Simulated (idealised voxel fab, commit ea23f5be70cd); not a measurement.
process module | voxel wiring stack
cross-section cut | 230 nm wide | cells 5 nm
A cross-section is a grid of square cells, given in bands from the top down. A band is one or more rows of cells.
Each band's line starts with the height of the band's top and of its bottom, in nm. Then come its materials from left to right, each with its width in nm. One material with "throughout" fills the band from edge to edge. "air" is empty space.
Height 0 is the level under which the wafer as received is all one material. The lowest band goes on downwards, as in "0 down".
A width such as "30 to 40" changes by the same amount from each row of cells to the next, from the band's top row to its bottom row.
"no change" after a step means that no cell of the cross-section changed.
closed voids: empty space of 8 cells or more with no open way to the top, each as width x height at its distance from the left edge, in nm
after a step's settings: what the simulator itself notes on the step
overlay nm, on a step with a mask: how far to the right of its planned place the mask lay; to the left if negative
plan
1 op RECEIVE | material Si
2 op CONFORMAL_DEP | material SiO2 | thk nm 10
3 op DIRECTIONAL_DEP | material TiN | thk nm 5
4 op DIRECTIONAL_DEP | material Ru | thk nm 25
5 op PATTERN | tone cover | mask id METAL_1 | material resist | width nm 25 | pitch nm 55 | thk nm 20 | overlay nm 0
6 op DIRECTIONAL_ETCH | etch materials Ru | depth nm 25
7 op DIRECTIONAL_ETCH | etch materials TiN | depth nm 5
8 op STRIP | etch materials resist
9 op FILL_DEP | material SiO2 | thk nm 10
10 op CMP | height nm 40
11 op CONFORMAL_DEP | material SiCN | thk nm 5
12 op DIRECTIONAL_DEP | material lowk | thk nm 20
13 op MASKED_ETCH | tone open | mask id PLUG_1 | width nm 15 | pitch nm 55 | etch materials lowk | depth nm 20 | overlay nm 0
14 op MASKED_ETCH | tone open | mask id PLUG_1 | width nm 15 | pitch nm 55 | etch materials SiCN | depth nm 5 | overlay nm 0
15 op EPI | material Ru | thk nm 10
16 op EPI | material Ru | thk nm 10
17 op EPI | material Ru | thk nm 5
18 op CONFORMAL_DEP | material SiN | thk nm 5
19 op DIRECTIONAL_DEP | material lowk | thk nm 20
20 op MASKED_ETCH | tone open | mask id METAL_2 | width nm 15 | pitch nm 55 | etch materials lowk | depth nm 20 | overlay nm 0
21 op MASKED_ETCH | tone open | mask id METAL_2 | width nm 25 | pitch nm 55 | etch materials SiN | depth nm 5 | overlay nm 0
22 op CONFORMAL_DEP | material TiN | thk nm 5
23 op FILL_DEP | material Ru | thk nm 10
24 op CMP | height nm 90
25 op EPI | material Ru | thk nm 5
26 op FILL_DEP | material SiCN | thk nm 5
27 op DIRECTIONAL_DEP | material lowk | thk nm 35
28 op DIRECTIONAL_DEP | material aC | thk nm 10
29 op PATTERN | tone open | mask id METAL_3 | material resist | width nm 25 | pitch nm 55 | thk nm 25 | overlay nm 0
30 op DIRECTIONAL_ETCH | etch materials aC | depth nm 10
31 op STRIP | etch materials resist
32 op DIRECTIONAL_ETCH | etch materials lowk | depth nm 20
33 op STRIP | etch materials aC
34 op DIRECTIONAL_DEP | material aC | thk nm 10
35 op PATTERN | tone open | mask id METAL_3_HOLES | material resist | width nm 15 | pitch nm 55 | thk nm 30 | overlay nm 0
36 op DIRECTIONAL_ETCH | etch materials aC | depth nm 10
37 op STRIP | etch materials resist
38 op DIRECTIONAL_ETCH | etch materials lowk | depth nm 15
39 op DIRECTIONAL_ETCH | etch materials SiCN | depth nm 5
40 op STRIP | etch materials aC
41 op CONFORMAL_DEP | material TiN | thk nm 5
42 op FILL_DEP | material Cu | thk nm 10
43 op CMP | height nm 135
44 op CONFORMAL_DEP | material SiN | thk nm 5
varied across the wafers: width nm of step 20. The plan shows the first wafer's value. All wafers start alike
first wafer as received, after step 1
  0 down: Si throughout
  closed voids: none
first wafer at the end, after step 44
  140 to 135: SiN throughout
  135 to 120: lowk 75 | TiN 5 | Cu 15 | TiN 5 | lowk 30 | TiN 5 | Cu 15 | TiN 5 | lowk 75
  120 to 115: lowk 75 | TiN 5 | Cu 5 | TiN 15 | lowk 30 | TiN 5 | Cu 5 | TiN 15 | lowk 75
  115 to 100: lowk 75 | TiN 5 | Cu 5 | TiN 5 | lowk 40 | TiN 5 | Cu 5 | TiN 5 | lowk 85
  100 to 95: SiCN 75 | TiN 15 | SiCN 40 | TiN 15 | SiCN 85
  95 to 90: SiCN 75 | Ru 25 | SiCN 30 | Ru 25 | SiCN 75
  90 to 70: lowk 80 | TiN 5 | Ru 5 | TiN 5 | lowk 40 | TiN 5 | Ru 5 | TiN 5 | lowk 80
  70 to 65: SiN 80 | TiN 15 | SiN 40 | TiN 15 | SiN 80
  65 to 45: lowk 75 | Ru 15 | lowk 40 | Ru 15 | lowk 85
  45 to 40: SiCN 75 | Ru 15 | SiCN 40 | Ru 15 | SiCN 85
  40 to 15: SiO2 75 | Ru 25 | SiO2 30 | Ru 25 | SiO2 75
  15 to 10: SiO2 75 | TiN 25 | SiO2 30 | TiN 25 | SiO2 75
  10 to 0: SiO2 throughout
  0 down: Si throughout
  closed voids: none
last wafer at the end
  140 to 135: SiN throughout
  135 to 120: lowk 75 | TiN 5 | Cu 15 | TiN 5 | lowk 30 | TiN 5 | Cu 15 | TiN 5 | lowk 75
  120 to 115: lowk 75 | TiN 5 | Cu 5 | TiN 15 | lowk 30 | TiN 5 | Cu 5 | TiN 15 | lowk 75
  115 to 100: lowk 75 | TiN 5 | Cu 5 | TiN 5 | lowk 40 | TiN 5 | Cu 5 | TiN 5 | lowk 85
  100 to 95: SiCN 75 | TiN 15 | SiCN 40 | TiN 15 | SiCN 85
  95 to 90: SiCN 65 | Ru 50 | SiCN 5 | Ru 50 | SiCN 60
  90 to 75: lowk 70 | TiN 5 | Ru 30 | TiN 5 | lowk 15 | TiN 5 | Ru 30 | TiN 5 | lowk 65
  75 to 70: lowk 70 | TiN 10 | Ru 15 | TiN 15 | lowk 15 | TiN 10 | Ru 15 | TiN 15 | lowk 65
  70 to 65: SiN 75 | TiN 25 | SiN 30 | TiN 25 | SiN 75
  65 to 45: lowk 75 | Ru 15 | lowk 40 | Ru 15 | lowk 85
  45 to 40: SiCN 75 | Ru 15 | SiCN 40 | Ru 15 | SiCN 85
  40 to 15: SiO2 75 | Ru 25 | SiO2 30 | Ru 25 | SiO2 75
  15 to 10: SiO2 75 | TiN 25 | SiO2 30 | TiN 25 | SiO2 75
  10 to 0: SiO2 throughout
  0 down: Si throughout
  closed voids: none
each wafer at the end: cells of each material gained (+) or lost (-) since it was received, then its closed voids
width nm 15 | +26 Cu | +98 Ru | +116 SiCN | +86 SiN | +308 SiO2 | +70 TiN | +584 lowk | closed voids: none
width nm 20 | +26 Cu | +108 Ru | +114 SiCN | +84 SiN | +308 SiO2 | +72 TiN | +576 lowk | closed voids: none
width nm 25 | +26 Cu | +118 Ru | +112 SiCN | +82 SiN | +308 SiO2 | +74 TiN | +568 lowk | closed voids: none
width nm 30 | +26 Cu | +126 Ru | +110 SiCN | +82 SiN | +308 SiO2 | +76 TiN | +560 lowk | closed voids: none
width nm 35 | +26 Cu | +134 Ru | +108 SiCN | +82 SiN | +308 SiO2 | +78 TiN | +552 lowk | closed voids: none
width nm 40 | +26 Cu | +142 Ru | +106 SiCN | +82 SiN | +308 SiO2 | +80 TiN | +544 lowk | closed voids: none
